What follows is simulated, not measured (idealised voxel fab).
process module | voxel released beams
cross-section cut | 255 nm wide | cells 5 nm
A cross-section is a grid of square cells, given in bands from the top down. A band is one or more rows of cells.
Each band's line starts with the height of the band's top and of its bottom, in nm. Then come its materials from left to right, each with its width in nm. One material with "throughout" fills the band from edge to edge. "air" is empty space.
Height 0 is the level under which the wafer as received is all one material. The lowest band goes on downwards, as in "0 down".
A width such as "30 to 40" changes by the same amount from each row of cells to the next, from the band's top row to its bottom row.
"no change" after a step means that no cell of the cross-section changed.
closed voids: empty space of 8 cells or more with no open way to the top, each as width x height at its distance from the left edge, in nm
after a step's settings: what the simulator itself notes on the step
overlay nm, on a step with a mask: how far to the right of its planned place the mask lay; to the left if negative
plan
1 op RECEIVE | material Si
2 op CONFORMAL_DEP | material Al2O3 | thk nm 5
3 op DIRECTIONAL_DEP | material SiO2 | thk nm 15
4 op MASKED_ETCH | tone open | mask id ANCHOR | width nm 35 | etch materials SiO2 | depth nm 15 | overlay nm -15
5 op CONFORMAL_DEP | material W | thk nm 10
6 op DIRECTIONAL_DEP | material aC | thk nm 10
7 op PATTERN | tone cover | mask id BEAM | material resist | width nm 95 | thk nm 30 | overlay nm 0
8 op DIRECTIONAL_ETCH | etch materials aC | depth nm 10
9 op STRIP | etch materials resist
10 op DIRECTIONAL_ETCH | etch materials W | depth nm 10
11 op STRIP | etch materials aC
12 op STRIP | etch materials SiO2
varied across the wafers: overlay nm of step 4. The plan shows the first wafer's value. All wafers start alike
first wafer as received, after step 1
  0 down: Si throughout
  closed voids: none
each wafer at the end: cells of each material gained (+) or lost (-) since it was received, then its closed voids
overlay nm -15 | +51 Al2O3 | +50 W | closed voids: none
overlay nm -10 | +51 Al2O3 | +50 W | closed voids: none
overlay nm -5 | +51 Al2O3 | +50 W | closed voids: none
overlay nm 0 | +51 Al2O3 | +50 W | closed voids: none
overlay nm 5 | +51 Al2O3 | +50 W | closed voids: none
overlay nm 10 | +51 Al2O3 | +50 W | closed voids: none
overlay nm 15 | +51 Al2O3 | +50 W | closed voids: none
